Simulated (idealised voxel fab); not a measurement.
Herein follows the process module entitled voxel wiring stack.
Square cells of 5 nm make up the cross-section cut, whose width is 225 nm.
If you're reading a cross-section in this doc, picture square cells in a grid; it comes to you as bands, top ones listed first down to the bottom, and a band can be one or more rows of cells.
What a band's entry tells you: where the top is and where the bottom is, as heights in nm, and after that what lies inside, material by material from left to right, each with its width in nm. Empty space is written as the word "air", and a single material marked with the word "edge to edge" occupies the band from edge to edge.
The level at which height equals 0 is the one under which the wafer, as it arrives, is entirely one material. No lower edge exists for the bottom band, which continues downward and is notated as in "z 0 and below".
Width spec "30 to 40" -> top row of cells at first value, bottom row at second value, equal per-row change in between.
Any step labelled "no change occurred" changed none of the cells in the cross-section.
Listed in "Closed void catalog": every empty space of 8 or more cells without an open way to the top. Form: width x height at distance, the distance being from the left edge, all in nm.
after a step's settings: what the simulator itself notes on the step
"overlay nm" denotes, for a step that has a mask, the displacement of the mask to the right of its planned place, with negative values corresponding to the left.

Plan
1,RECEIVE with material Si
2,CONFORMAL_DEP with material SiO2, thk nm 15
3,CONFORMAL_DEP with material SiCN, thk nm 5
4,DIRECTIONAL_DEP with material lowk, thk nm 20
5,DIRECTIONAL_DEP with material aC, thk nm 10
6,PATTERN with tone open, mask id METAL_1, material resist, width nm 20, pitch nm 35, thk nm 30, overlay nm 0
7,DIRECTIONAL_ETCH with etch materials aC, depth nm 10
8,STRIP with etch materials resist
9,DIRECTIONAL_ETCH with etch materials lowk, depth nm 20
10,DIRECTIONAL_ETCH with etch materials SiCN, depth nm 5
11,STRIP with etch materials aC
12,CONFORMAL_DEP with material TiN, thk nm 5
13,FILL_DEP with material Cu, thk nm 10
14,CMP with height nm 40
15,CONFORMAL_DEP with material SiCN, thk nm 5
16,DIRECTIONAL_DEP with material lowk, thk nm 30
17,PATTERN with tone open, mask id METAL_2, material resist, width nm 20, pitch nm 35, thk nm 20, overlay nm 0
18,DIRECTIONAL_ETCH with etch materials lowk, depth nm 15
19,STRIP with etch materials resist
20,PATTERN with tone open, mask id METAL_2_HOLES, material resist, width nm 15, pitch nm 35, thk nm 15, overlay nm 0
21,DIRECTIONAL_ETCH with etch materials lowk, depth nm 15
22,DIRECTIONAL_ETCH with etch materials SiCN, depth nm 5
23,STRIP with etch materials resist
24,CONFORMAL_DEP with material TiN, thk nm 5
25,FILL_DEP with material Ru, thk nm 10
26,CMP with height nm 75
27,CONFORMAL_DEP with material SiCN, thk nm 5
28,DIRECTIONAL_DEP with material lowk, thk nm 25
29,MASKED_ETCH with tone open, mask id METAL_3, width nm 20, pitch nm 35, etch materials lowk, depth nm 15, overlay nm -15
30,PATTERN with tone open, mask id METAL_3_HOLES, material resist, width nm 15, pitch nm 70, thk nm 15, overlay nm 0
31,DIRECTIONAL_ETCH with etch materials lowk, depth nm 10
32,DIRECTIONAL_ETCH with etch materials SiCN, depth nm 5
33,STRIP with etch materials resist
34,CONFORMAL_DEP with material TiN, thk nm 5
35,FILL_DEP with material Ru, thk nm 10
36,CMP with height nm 105
37,CONFORMAL_DEP with material SiCN, thk nm 5
The plan's step 29 overlay nm is the first wafer's value; the wafers differ in this setting and start identical.

First wafer of several, as received: cross-section after step 1
> z 0 and below  Si edge to edge
> Closed void catalog: none

Take any row and you have a wafer at the end of the module: how many cells of each material it has gained (+) or lost (-) since it was received, and then its closed voids
overlay nm -15 | +24 Cu | +40 Ru | +157 SiCN | +135 SiO2 | +118 TiN | +516 lowk | Closed void catalog: none
overlay nm -10 | +24 Cu | +38 Ru | +155 SiCN | +135 SiO2 | +122 TiN | +516 lowk | Closed void catalog: none
overlay nm -5 | +24 Cu | +42 Ru | +153 SiCN | +135 SiO2 | +120 TiN | +516 lowk | Closed void catalog: none
overlay nm 0 | +24 Cu | +42 Ru | +153 SiCN | +135 SiO2 | +120 TiN | +516 lowk | Closed void catalog: none
overlay nm 5 | +24 Cu | +38 Ru | +155 SiCN | +135 SiO2 | +122 TiN | +516 lowk | Closed void catalog: none
overlay nm 10 | +24 Cu | +40 Ru | +157 SiCN | +135 SiO2 | +118 TiN | +516 lowk | Closed void catalog: none
overlay nm 15 | +24 Cu | +44 Ru | +159 SiCN | +135 SiO2 | +112 TiN | +516 lowk | Closed void catalog: none
